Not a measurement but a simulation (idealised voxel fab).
The following process module bears the name voxel capacitor over wiring.
cross-section cut | 295 nm wide | cells 5 nm
Cross-section format: a grid of square cells, given as bands from top to bottom; each band is one or more rows of cells.
A band entry consists of two parts. The first gives the height of the band's top and the height of its bottom, in nm. The rest lists the band's materials from left to right, each with its width in nm. A single material labelled with the word "all across" fills the band from edge to edge, and the word "blank" marks empty space.
Beneath 0, the wafer as received is one material, and that level is where height counting begins. The lowest band goes on downward without a bottom; it is written like "0 -> down".
Width: "30..40" (first number = top row, second number = bottom row, same change from row to row of cells).
"no alteration" for a step: no cell of the cross-section changed in that step.
Empty spaces counting at least 8 cells and having no open way to the top are listed in "Closed internal cavities". The notation width x height at distance is used for each, the distance being from the left edge and all three values in nm.
Text after the settings on a step's line: the simulator's own remark on that step.
You can add "overlay nm" to a step's line. For a step with a mask, it describes how far the mask lay to the right of its planned position, and a negative number describes a lay to the left.

### Here's what the planned process steps look like
step 1: RECEIVE,material Si
step 2: CONFORMAL_DEP,material SiO2,thk nm 10
step 3: CONFORMAL_DEP,material SiN,thk nm 5
step 4: DIRECTIONAL_DEP,material lowk,thk nm 25
step 5: MASKED_ETCH,tone open,mask id METAL_1,width nm 20,pitch nm 85,etch materials lowk,depth nm 25,overlay nm 0
step 6: MASKED_ETCH,tone open,mask id METAL_1,width nm 20,pitch nm 85,etch materials SiN,depth nm 5,overlay nm 0
step 7: CONFORMAL_DEP,material TiN,thk nm 5
step 8: FILL_DEP,material Cu,thk nm 5
step 9: CMP,height nm 40
step 10: CONFORMAL_DEP,material SiCN,thk nm 5
step 11: DIRECTIONAL_DEP,material lowk,thk nm 10
step 12: MASKED_ETCH,tone open,mask id PLUG_1,width nm 15,etch materials lowk,depth nm 10,overlay nm 0
step 13: MASKED_ETCH,tone open,mask id PLUG_1,width nm 15,etch materials SiCN,depth nm 5,overlay nm 0
step 14: EPI,material Ru,thk nm 10
step 15: EPI,material Ru,thk nm 5
step 16: DIRECTIONAL_DEP,material TiN,thk nm 10
step 17: DIRECTIONAL_DEP,material SiN,thk nm 5
step 18: DIRECTIONAL_DEP,material TiN,thk nm 5
step 19: DIRECTIONAL_DEP,material aC,thk nm 15
step 20: PATTERN,tone cover,mask id UPPER_PLATE,material resist,width nm 70,thk nm 30,overlay nm 0
step 21: DIRECTIONAL_ETCH,etch materials aC,depth nm 15
step 22: STRIP,etch materials resist
step 23: DIRECTIONAL_ETCH,etch materials TiN,depth nm 5
step 24: DIRECTIONAL_ETCH,etch materials SiN,depth nm 5
step 25: STRIP,etch materials aC
step 26: DIRECTIONAL_DEP,material aC,thk nm 15
step 27: PATTERN,tone cover,mask id LOWER_PLATE,material resist,width nm 80,thk nm 30,overlay nm 0
step 28: DIRECTIONAL_ETCH,etch materials aC,depth nm 15
step 29: STRIP,etch materials resist
step 30: DIRECTIONAL_ETCH,etch materials TiN,depth nm 10
step 31: STRIP,etch materials aC
step 32: FILL_DEP,material SiO2,thk nm 15
step 33: CMP,height nm 85
step 34: PATTERN,tone open,mask id PLUG_2,material resist,width nm 15,thk nm 15,overlay nm 0
step 35: DIRECTIONAL_ETCH,etch materials SiO2,depth nm 10
step 36: STRIP,etch materials resist
step 37: CONFORMAL_DEP,material TiN,thk nm 5
step 38: FILL_DEP,material W,thk nm 5
step 39: CMP,height nm 85
step 40: CONFORMAL_DEP,material SiCN,thk nm 5

### First of the two wafers, run per plan

### As received (post step 1): cross-section
* 0 -> down = Si all across
* Closed internal cavities: none

### The wafer in cross-section once step 2 is complete
* 10 -> 0 = SiO2 all across
* Lower than 0, everything is as it was.

### The wafer in cross-section once step 3 is complete
* 15 -> 10 = SiN all across
* Lower than 10, everything is as it was.

### The wafer in cross-section once step 4 is complete
* 40 -> 15 = lowk all across
* Lower than 15, everything is as it was.

### The wafer in cross-section once step 5 is complete
* 40 -> 15 = lowk 95, then blank 20, then lowk 65, then blank 20, then lowk 95
* Lower than 15, everything is as it was.

### The wafer in cross-section once step 6 is complete
* 40 -> 15 = lowk 95, then blank 20, then lowk 65, then blank 20, then lowk 95
* 15 -> 10 = SiN 95, then blank 20, then SiN 65, then blank 20, then SiN 95
* Lower than 10, everything is as it was.

### The wafer in cross-section once step 7 is complete
* 45 -> 40 = TiN 100, then blank 10, then TiN 75, then blank 10, then TiN 100
* 40 -> 15 = lowk 95, then TiN 5, then blank 10, then TiN 5, then lowk 65, then TiN 5, then blank 10, then TiN 5, then lowk 95
* 15 -> 10 = SiN 95, then TiN 20, then SiN 65, then TiN 20, then SiN 95
* Lower than 10, everything is as it was.

### The wafer in cross-section once step 8 is complete
* 50 -> 45 = Cu all across
* 45 -> 40 = TiN 100, then Cu 10, then TiN 75, then Cu 10, then TiN 100
* 40 -> 15 = lowk 95, then TiN 5, then Cu 10, then TiN 5, then lowk 65, then TiN 5, then Cu 10, then TiN 5, then lowk 95
* Lower than 15, everything is as it was.

### The wafer in cross-section once step 9 is complete
* 40 -> 15 = lowk 95, then TiN 5, then Cu 10, then TiN 5, then lowk 65, then TiN 5, then Cu 10, then TiN 5, then lowk 95
* Lower than 15, everything is as it was.

### The wafer in cross-section once step 10 is complete
* 45 -> 40 = SiCN all across
* Lower than 40, everything is as it was.

### The wafer in cross-section once step 11 is complete
* 55 -> 45 = lowk all across
* Lower than 45, everything is as it was.

### The wafer in cross-section once step 12 is complete
* 55 -> 45 = lowk 100, then blank 15, then lowk 180
* Lower than 45, everything is as it was.

### The wafer in cross-section once step 13 is complete
* 55 -> 45 = lowk 100, then blank 15, then lowk 180
* 45 -> 40 = SiCN 100, then blank 15, then SiCN 180
* Lower than 40, everything is as it was.

### The wafer in cross-section once step 14 is complete
* 55 -> 50 = lowk 100, then blank 15, then lowk 180
* 50 -> 45 = lowk 100, then Ru 15, then lowk 180
* 45 -> 40 = SiCN 100, then Ru 15, then SiCN 180
* Lower than 40, everything is as it was.

### The wafer in cross-section once step 15 is complete
* 55 -> 45 = lowk 100, then Ru 15, then lowk 180
* Lower than 45, everything is as it was.

### The wafer in cross-section once step 16 is complete
* 65 -> 55 = TiN all across
* Lower than 55, everything is as it was.

### The wafer in cross-section once step 17 is complete
* 70 -> 65 = SiN all across
* Lower than 65, everything is as it was.

### The wafer in cross-section once step 18 is complete
* 75 -> 70 = TiN all across
* Lower than 70, everything is as it was.

### The wafer in cross-section once step 19 is complete
* 90 -> 75 = aC all across
* Lower than 75, everything is as it was.

### The wafer in cross-section once step 20 is complete
* 120 -> 90 = blank 100, then resist 70, then blank 125
* Lower than 90, everything is as it was.

### The wafer in cross-section once step 21 is complete
* 105 -> 90 = blank 100, then resist 70, then blank 125
* 90 -> 75 = blank 100, then aC 70, then blank 125
* Lower than 75, everything is as it was.

### The wafer in cross-section once step 22 is complete
* 90 -> 75 = blank 100, then aC 70, then blank 125
* Lower than 75, everything is as it was.

### The wafer in cross-section once step 23 is complete
* 90 -> 75 = blank 100, then aC 70, then blank 125
* 75 -> 70 = blank 100, then TiN 70, then blank 125
* Lower than 70, everything is as it was.

### The wafer in cross-section once step 24 is complete
* 90 -> 75 = blank 100, then aC 70, then blank 125
* 75 -> 70 = blank 100, then TiN 70, then blank 125
* 70 -> 65 = blank 100, then SiN 70, then blank 125
* Lower than 65, everything is as it was.

### The wafer in cross-section once step 25 is complete
* 75 -> 70 = blank 100, then TiN 70, then blank 125
* Lower than 70, everything is as it was.

### The wafer in cross-section once step 26 is complete
* 90 -> 80 = blank 100, then aC 70, then blank 125
* 80 -> 75 = aC all across
* 75 -> 70 = aC 100, then TiN 70, then aC 125
* 70 -> 65 = aC 100, then SiN 70, then aC 125
* Lower than 65, everything is as it was.

### The wafer in cross-section once step 27 is complete
* 120 -> 90 = blank 95, then resist 80, then blank 120
* 90 -> 80 = blank 95, then resist 5, then aC 70, then resist 5, then blank 120
* Lower than 80, everything is as it was.

### The wafer in cross-section once step 28 is complete
* 105 -> 90 = blank 95, then resist 80, then blank 120
* 90 -> 80 = blank 95, then resist 5, then aC 70, then resist 5, then blank 120
* 80 -> 75 = blank 95, then aC 80, then blank 120
* 75 -> 70 = blank 95, then aC 5, then TiN 70, then aC 5, then blank 120
* 70 -> 65 = blank 95, then aC 5, then SiN 70, then aC 5, then blank 120
* Lower than 65, everything is as it was.

### The wafer in cross-section once step 29 is complete
* 90 -> 80 = blank 100, then aC 70, then blank 125
* Lower than 80, everything is as it was.

### The wafer in cross-section once step 30 is complete
* 90 -> 80 = blank 100, then aC 70, then blank 125
* 80 -> 75 = blank 95, then aC 80, then blank 120
* 75 -> 70 = blank 95, then aC 5, then TiN 70, then aC 5, then blank 120
* 70 -> 65 = blank 95, then aC 5, then SiN 70, then aC 5, then blank 120
* 65 -> 55 = blank 95, then TiN 80, then blank 120
* Lower than 55, everything is as it was.

### The wafer in cross-section once step 31 is complete
* 75 -> 70 = blank 100, then TiN 70, then blank 125
* 70 -> 65 = blank 100, then SiN 70, then blank 125
* Lower than 65, everything is as it was.

### The wafer in cross-section once step 32 is complete
* 90 -> 75 = SiO2 all across
* 75 -> 70 = SiO2 100, then TiN 70, then SiO2 125
* 70 -> 65 = SiO2 100, then SiN 70, then SiO2 125
* 65 -> 55 = SiO2 95, then TiN 80, then SiO2 120
* Lower than 55, everything is as it was.

### The wafer in cross-section once step 33 is complete
* 85 -> 75 = SiO2 all across
* Lower than 75, everything is as it was.

### The wafer in cross-section once step 34 is complete
* 100 -> 85 = resist 110, then blank 15, then resist 170
* Lower than 85, everything is as it was.

### The wafer in cross-section once step 35 is complete
* 100 -> 85 = resist 110, then blank 15, then resist 170
* 85 -> 75 = SiO2 110, then blank 15, then SiO2 170
* Lower than 75, everything is as it was.

### The wafer in cross-section once step 36 is complete
* 85 -> 75 = SiO2 110, then blank 15, then SiO2 170
* Lower than 75, everything is as it was.

### The wafer in cross-section once step 37 is complete
* 90 -> 85 = TiN 115, then blank 5, then TiN 175
* 85 -> 80 = SiO2 110, then TiN 5, then blank 5, then TiN 5, then SiO2 170
* 80 -> 70 = SiO2 110..100, then TiN 15..70, then SiO2 170..125
* Lower than 70, everything is as it was.

### The wafer in cross-section once step 38 is complete
* 95 -> 90 = W all across
* 90 -> 85 = TiN 115, then W 5, then TiN 175
* 85 -> 80 = SiO2 110, then TiN 5, then W 5, then TiN 5, then SiO2 170
* Lower than 80, everything is as it was.

### The wafer in cross-section once step 39 is complete
* 85 -> 80 = SiO2 110, then TiN 5, then W 5, then TiN 5, then SiO2 170
* Lower than 80, everything is as it was.

### The wafer in cross-section once step 40 is complete
* 90 -> 85 = SiCN all across
* Lower than 85, everything is as it was.

### The second wafer was prepared from the same starting point and under the same plan as the first; its processing contained one mistake, and it remains indistinguishable from the first wafer up to and including step 13

### At the planned end of step 14, the second wafer in cross-section
* 60 -> 55 = blank 95, then Ru 25, then blank 175
* 55 -> 45 = lowk 100, then Ru 15, then lowk 180
* 45 -> 40 = SiCN 100, then Ru 15, then SiCN 180
* Lower than 40, everything is as it was.

### At the planned end of step 15, the second wafer in cross-section
* 65 -> 55 = blank 90, then Ru 35, then blank 170
* Lower than 55, everything is as it was.

### At the planned end of step 16, the second wafer in cross-section
* 75 -> 65 = blank 90, then TiN 35, then blank 170
* 65 -> 55 = TiN 90, then Ru 35, then TiN 170
* Lower than 55, everything is as it was.

### At the planned end of step 17, the second wafer in cross-section
* 80 -> 75 = blank 90, then SiN 35, then blank 170
* 75 -> 70 = blank 90, then TiN 35, then blank 170
* 70 -> 65 = SiN 90, then TiN 35, then SiN 170
* Lower than 65, everything is as it was.

### At the planned end of step 18, the second wafer in cross-section
* 85 -> 80 = blank 90, then TiN 35, then blank 170
* 80 -> 75 = blank 90, then SiN 35, then blank 170
* 75 -> 70 = TiN all across
* Lower than 70, everything is as it was.

### At the planned end of step 19, the second wafer in cross-section
* 100 -> 90 = blank 90, then aC 35, then blank 170
* 90 -> 85 = aC all across
* 85 -> 80 = aC 90, then TiN 35, then aC 170
* 80 -> 75 = aC 90, then SiN 35, then aC 170
* Lower than 75, everything is as it was.

### At the planned end of step 20, the second wafer in cross-section
* 130 -> 100 = blank 100, then resist 70, then blank 125
* 100 -> 90 = blank 90, then aC 35, then resist 45, then blank 125
* Lower than 90, everything is as it was.

### At the planned end of step 21, the second wafer in cross-section
* 115 -> 100 = blank 100, then resist 70, then blank 125
* 100 -> 90 = blank 100, then aC 25, then resist 45, then blank 125
* 90 -> 85 = blank 100, then aC 70, then blank 125
* 85 -> 80 = blank 90, then TiN 35, then aC 45, then blank 125
* 80 -> 75 = blank 90, then SiN 35, then aC 45, then blank 125
* Lower than 75, everything is as it was.

### At the planned end of step 22, the second wafer in cross-section
* 100 -> 90 = blank 100, then aC 25, then blank 170
* Lower than 90, everything is as it was.

### At the planned end of step 23, the second wafer in cross-section
* 100 -> 90 = blank 100, then aC 25, then blank 170
* 90 -> 85 = blank 100, then aC 70, then blank 125
* 85 -> 80 = blank 100, then TiN 25, then aC 45, then blank 125
* 80 -> 75 = blank 90, then SiN 35, then aC 45, then blank 125
* 75 -> 70 = blank 90, then TiN 80, then blank 125
* Lower than 70, everything is as it was.

### At the planned end of step 24, the second wafer in cross-section
* 100 -> 90 = blank 100, then aC 25, then blank 170
* 90 -> 85 = blank 100, then aC 70, then blank 125
* 85 -> 80 = blank 100, then TiN 25, then aC 45, then blank 125
* 80 -> 75 = blank 100, then SiN 25, then aC 45, then blank 125
* 75 -> 70 = blank 90, then TiN 80, then blank 125
* 70 -> 65 = blank 90, then TiN 35, then SiN 45, then blank 125
* Lower than 65, everything is as it was.

### At the planned end of step 25, the second wafer in cross-section
* 85 -> 80 = blank 100, then TiN 25, then blank 170
* 80 -> 75 = blank 100, then SiN 25, then blank 170
* Lower than 75, everything is as it was.

### At the planned end of step 26, the second wafer in cross-section
* 100 -> 90 = blank 100, then aC 25, then blank 170
* 90 -> 85 = blank 90, then aC 80, then blank 125
* 85 -> 80 = blank 90, then aC 10, then TiN 25, then aC 45, then blank 125
* 80 -> 75 = aC 100, then SiN 25, then aC 170
* 75 -> 70 = aC 90, then TiN 80, then aC 125
* 70 -> 65 = aC 90, then TiN 35, then SiN 45, then aC 125
* Lower than 65, everything is as it was.

### At the planned end of step 27, the second wafer in cross-section
* 130 -> 100 = blank 95, then resist 80, then blank 120
* 100 -> 90 = blank 95, then resist 5, then aC 25, then resist 50, then blank 120
* 90 -> 85 = blank 90, then aC 80, then resist 5, then blank 120
* 85 -> 80 = blank 90, then aC 10, then TiN 25, then aC 45, then resist 5, then blank 120
* Lower than 80, everything is as it was.

### At the planned end of step 28, the second wafer in cross-section
* 115 -> 100 = blank 95, then resist 80, then blank 120
* 100 -> 90 = blank 95, then resist 5, then aC 25, then resist 50, then blank 120
* 90 -> 85 = blank 95, then aC 75, then resist 5, then blank 120
* 85 -> 80 = blank 95, then aC 5, then TiN 25, then aC 45, then resist 5, then blank 120
* 80 -> 75 = blank 95, then aC 5, then SiN 25, then aC 50, then blank 120
* 75 -> 70 = blank 90, then TiN 80, then aC 5, then blank 120
* 70 -> 65 = blank 90, then TiN 35, then SiN 45, then aC 5, then blank 120
* Lower than 65, everything is as it was.

### At the planned end of step 29, the second wafer in cross-section
* 100 -> 90 = blank 100, then aC 25, then blank 170
* 90 -> 85 = blank 95, then aC 75, then blank 125
* 85 -> 80 = blank 95, then aC 5, then TiN 25, then aC 45, then blank 125
* Lower than 80, everything is as it was.

### At the planned end of step 30, the second wafer in cross-section
* 100 -> 90 = blank 100, then aC 25, then blank 170
* 90 -> 85 = blank 95, then aC 75, then blank 125
* 85 -> 80 = blank 95, then aC 5, then TiN 25, then aC 45, then blank 125
* 80 -> 75 = blank 95, then aC 5, then SiN 25, then aC 50, then blank 120
* 75 -> 70 = blank 95, then TiN 75, then aC 5, then blank 120
* 70 -> 65 = blank 95, then TiN 30, then SiN 45, then aC 5, then blank 120
* 65 -> 55 = blank 90, then Ru 35, then TiN 50, then blank 120
* Lower than 55, everything is as it was.

### At the planned end of step 31, the second wafer in cross-section
* 85 -> 80 = blank 100, then TiN 25, then blank 170
* 80 -> 75 = blank 100, then SiN 25, then blank 170
* 75 -> 70 = blank 95, then TiN 75, then blank 125
* 70 -> 65 = blank 95, then TiN 30, then SiN 45, then blank 125
* Lower than 65, everything is as it was.

### At the planned end of step 32, the second wafer in cross-section
* 100 -> 85 = SiO2 all across
* 85 -> 80 = SiO2 100, then TiN 25, then SiO2 170
* 80 -> 75 = SiO2 100, then SiN 25, then SiO2 170
* 75 -> 70 = SiO2 95, then TiN 75, then SiO2 125
* 70 -> 65 = SiO2 95, then TiN 30, then SiN 45, then SiO2 125
* 65 -> 55 = SiO2 90, then Ru 35, then TiN 50, then SiO2 120
* Lower than 55, everything is as it was.

### At the planned end of step 33, the second wafer in cross-section
* 85 -> 80 = SiO2 100, then TiN 25, then SiO2 170
* Lower than 80, everything is as it was.

### At the planned end of step 34, the second wafer in cross-section
* 100 -> 85 = resist 110, then blank 15, then resist 170
* Lower than 85, everything is as it was.

At the planned end of step 35, the second wafer in cross-section: no alteration

### At the planned end of step 36, the second wafer in cross-section
* 85 -> 80 = SiO2 100, then TiN 25, then SiO2 170
* Lower than 80, everything is as it was.

### At the planned end of step 37, the second wafer in cross-section
* 90 -> 85 = TiN all across
* Lower than 85, everything is as it was.

### At the planned end of step 38, the second wafer in cross-section
* 95 -> 90 = W all across
* Lower than 90, everything is as it was.

### At the planned end of step 39, the second wafer in cross-section
* 85 -> 80 = SiO2 100, then TiN 25, then SiO2 170
* Lower than 80, everything is as it was.

### At the planned end of step 40, the second wafer in cross-section
* 90 -> 85 = SiCN all across
* Lower than 85, everything is as it was.
Diagnosis: yeah, plan step 14 got run twice
Final difference in cells, second wafer against first, listed per material as more or fewer: Ru +14; SiO2 -8; TiN -5; W -1
